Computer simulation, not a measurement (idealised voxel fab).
Name of the process module below: voxel released beams
In the cross-section labelled cut, the width is 270 nm and each square cell is 5 nm.
Throughout this document, each cross-section is represented as a grid of square cells and is presented as a sequence of bands enumerated from the top downward, where a band comprises one or more rows of cells. In this notation a band is specified by the heights of its top and bottom, in that order and in nm, after which its materials appear from left to right, each paired with its width in nm. The word "all across" attached to a single material means that material fills the band from edge to edge; the word "empty" stands for empty space. Counting heights begins at 0, where everything beneath is, in the wafer as received, one material. The lowest band has no bottom; it goes on downwards, as "0 -> down" shows. The notation "30->40" denotes a width that varies across the rows of cells in the band, beginning at the first number in the top row, finishing at the second number in the bottom row, and changing by an identical amount from each row to the next. For the purposes of this document, the phrase "everything unchanged" attached to a step denotes that no cell within the cross-section was modified by that step. Closed empty spaces (no open way to the top) of 8 cells or more are what "Sealed void listing" lists, each as width x height at distance from the left edge, nm for all three. It should be noted that, on the line of a given step, the content following the step's settings is a remark produced by the simulator itself with respect to that step. A step line may carry the setting "overlay nm", which, for steps involving a mask, states the distance by which the mask lay to the right of its intended position; negative values denote displacement to the left.
# Planned process steps
step 1: RECEIVE [material Si]
step 2: CONFORMAL_DEP [material Al2O3] [thk nm 5]
step 3: DIRECTIONAL_DEP [material SiO2] [thk nm 10]
step 4: MASKED_ETCH [tone open] [mask id ANCHOR] [width nm 25] [etch materials SiO2] [depth nm 10] [overlay nm 0]
step 5: CONFORMAL_DEP [material W] [thk nm 10]
step 6: MASKED_ETCH [tone cover] [mask id BEAM] [width nm 105] [etch materials W] [depth nm 10] [overlay nm 0]
step 7: STRIP [etch materials SiO2]
# Received-state cross-section, reflecting completion of step 1
> 0 -> down  Si all across
> Sealed void listing: none
# a wafer at the end: this start, this plan, one mistake
> 20 -> 10  80 of empty, 15 of W, 5 of empty, 85 of W, 85 of empty
> 10 -> 0  85 of empty, 25 of W, 160 of empty
> 0 -> down  Si all across
> Sealed void listing: none
Misprocessing identified: it should be noted that step 2 of the plan was omitted and was not performed
